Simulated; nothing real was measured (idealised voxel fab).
Name of the process module below: voxel gate over fins
Cross-sectional view cut (width: 195 nm; square cell size: 5 nm).
Cross-section = grid of square cells, listed top down in bands; band = one or more rows. First you get the band's top height and its bottom height, in nm, and then the materials it's made of, left to right, with each width in nm. If you see a single material with "all across", that one covers the band edge to edge. "empty" is empty space. Height 0 is the level under which the wafer as received is all one material. The lowest band goes on downwards, as in "0..down". A two-number width, for instance "30 to 40", indicates that the width is equal to the first number in the top row of the band and to the second number in the bottom row, and that it changes by a constant amount per row of cells. "no alterations made" after a step means that no cell of the cross-section changed. "Unvented voids" specifies each empty space that is not open to the top and that occupies no fewer than 8 cells, using the form width x height at distance, the distance measured from the left edge and all three quantities in nm. Step line, after settings: the simulator's comment on this step. overlay nm: how far to the right of its planned place the mask lay on this masked step (negative: to the left).
LIST OF PLANNED PROCESS STEPS
- 1: RECEIVE: material Si
- 2: CONFORMAL_DEP: material SiN, thk nm 5
- 3: DIRECTIONAL_DEP: material aC, thk nm 15
- 4: PATTERN: tone cover, mask id FINS, material resist, width nm 15, pitch nm 50, thk nm 35, overlay nm 0
- 5: DIRECTIONAL_ETCH: etch materials aC, depth nm 15
- 6: STRIP: etch materials resist
- 7: DIRECTIONAL_ETCH: etch materials SiN, depth nm 5
- 8: DIRECTIONAL_ETCH: etch materials Si, depth nm 40
- 9: STRIP: etch materials aC
- 10: FILL_DEP: material SiO2, thk nm 15
- 11: CMP: height nm 5
- 12: DIRECTIONAL_DEP: material aC, thk nm 15
- 13: PATTERN: tone open, mask id RAIL, material resist, width nm 15, thk nm 30, overlay nm 0
- 14: DIRECTIONAL_ETCH: etch materials aC, depth nm 15
- 15: STRIP: etch materials resist
- 16: DIRECTIONAL_ETCH: etch materials SiO2, depth nm 40
- 17: STRIP: etch materials aC
- 18: CONFORMAL_DEP: material TiN, thk nm 5
- 19: FILL_DEP: material W, thk nm 5
- 20: CMP: height nm 5
- 21: SELECTIVE_ETCH: etch materials W Ru TiN, depth nm 25
- 22: FILL_DEP: material SiO2, thk nm 5
- 23: CMP: height nm 5
- 24: SELECTIVE_ETCH: etch materials SiO2, depth nm 15
- 25: STRIP: etch materials SiN
- 26: CONFORMAL_DEP: material HfO2, thk nm 5
- 27: CONFORMAL_DEP: material TiN, thk nm 5
- 28: CONFORMAL_DEP: material TiAl, thk nm 5
- 29: CONFORMAL_DEP: material TiN, thk nm 5
- 30: FILL_DEP: material W, thk nm 10
- 31: CMP: height nm 25
- 32: CONFORMAL_DEP: material SiN, thk nm 10
CROSS-SECTION OF THE WAFER UPON ARRIVAL, REPRESENTING THE STATE REACHED AFTER STEP 1
	0..down | Si all across
	Unvented voids: none
FINAL CROSS-SECTION, MODULE RUN WITH ONE MISTAKE (START AND PLAN AS ABOVE)
	35..25 | SiN all across
	25..20 | W all across
	20..15 | W: 45 | TiN: 105 | W: 45
	15..10 | W: 45 | TiN: 5 | TiAl: 45 | TiN: 5 | TiAl: 45 | TiN: 5 | W: 45
	10..5 | TiN: 50 | TiAl: 5 | HfO2: 35 | TiAl: 5 | TiN: 5 | TiAl: 5 | HfO2: 35 | TiAl: 5 | TiN: 50
	5..0 | TiAl: 55 | HfO2: 5 | TiN: 25 | HfO2: 5 | TiAl: 15 | HfO2: 5 | TiN: 25 | HfO2: 5 | TiAl: 55
	0..-5 | HfO2: 60 | TiN: 5 | Si: 15 | TiN: 5 | HfO2: 25 | TiN: 5 | Si: 15 | TiN: 5 | HfO2: 60
	-5..-10 | TiN: 65 | Si: 15 | TiN: 35 | Si: 15 | TiN: 65
	-10..-20 | SiO2: 65 | Si: 15 | SiO2: 35 | Si: 15 | SiO2: 65
	-20..-30 | SiO2: 65 | Si: 15 | SiO2: 10 | TiN: 5 | W: 5 | TiN: 5 | SiO2: 10 | Si: 15 | SiO2: 65
	-30..-35 | SiO2: 65 | Si: 15 | SiO2: 10 | TiN: 15 | SiO2: 10 | Si: 15 | SiO2: 65
	-35..-40 | SiO2: 65 | Si: 15 | SiO2: 35 | Si: 15 | SiO2: 65
	-40..down | Si all across
	Unvented voids: none
So what did we get wrong on this run? a sequencing error occurred in which plan steps 26 and 27 were transposed
